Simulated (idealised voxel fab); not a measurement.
process module | voxel quadruple lines
cross-section cut | 285 nm wide | cells 5 nm
A cross-section is a grid of square cells, given in bands from the top down. A band is one or more rows of cells.
Each band's line starts with the height of the band's top and of its bottom, in nm. Then come its materials from left to right, each with its width in nm. One material with "throughout" fills the band from edge to edge. "air" is empty space.
Height 0 is the level under which the wafer as received is all one material. The lowest band goes on downwards, as in "0 down".
A width such as "30 to 40" changes by the same amount from each row of cells to the next, from the band's top row to its bottom row.
"no change" after a step means that no cell of the cross-section changed.
closed voids: empty space of 8 cells or more with no open way to the top, each as width x height at its distance from the left edge, in nm
after a step's settings: what the simulator itself notes on the step
overlay nm, on a step with a mask: how far to the right of its planned place the mask lay; to the left if negative
plan
1 op RECEIVE | material Si
2 op CONFORMAL_DEP | material SiO2 | thk nm 10
3 op DIRECTIONAL_DEP | material TiN | thk nm 10
4 op DIRECTIONAL_DEP | material polySi | thk nm 15
5 op DIRECTIONAL_DEP | material aC | thk nm 25
6 op PATTERN | tone cover | mask id MANDREL | material resist | width nm 25 | thk nm 35 | overlay nm 0
7 op DIRECTIONAL_ETCH | etch materials aC | depth nm 25
8 op STRIP | etch materials resist
9 op CONFORMAL_DEP | material SiO2 | thk nm 15
10 op DIRECTIONAL_ETCH | etch materials SiO2 | depth nm 15
11 op STRIP | etch materials aC
12 op DIRECTIONAL_ETCH | etch materials polySi | depth nm 15
13 op STRIP | etch materials SiO2
14 op CONFORMAL_DEP | material SiN | thk nm 5
15 op DIRECTIONAL_ETCH | etch materials SiN | depth nm 5
16 op STRIP | etch materials polySi
17 op DIRECTIONAL_ETCH | etch materials TiN | depth nm 10
18 op STRIP | etch materials SiN
as received, after step 1
  0 down: Si throughout
  closed voids: none
first wafer at the end, as planned
  20 to 10: air 110 | TiN 5 | air 15 | TiN 5 | air 15 | TiN 5 | air 15 | TiN 5 | air 110
  10 to 0: SiO2 throughout
  0 down: Si throughout
  closed voids: none
second wafer at the end: like start, like plan, one mistake
  20 to 10: air 125 | TiN 5 | air 25 | TiN 5 | air 125
  10 to 0: SiO2 throughout
  0 down: Si throughout
  closed voids: none
what went wrong: step 6 ran as: op PATTERN | tone open | mask id MANDREL | material resist | width nm 25 | thk nm 35 | overlay nm 0
at the end the second wafer has, in cells: 4 fewer of TiN
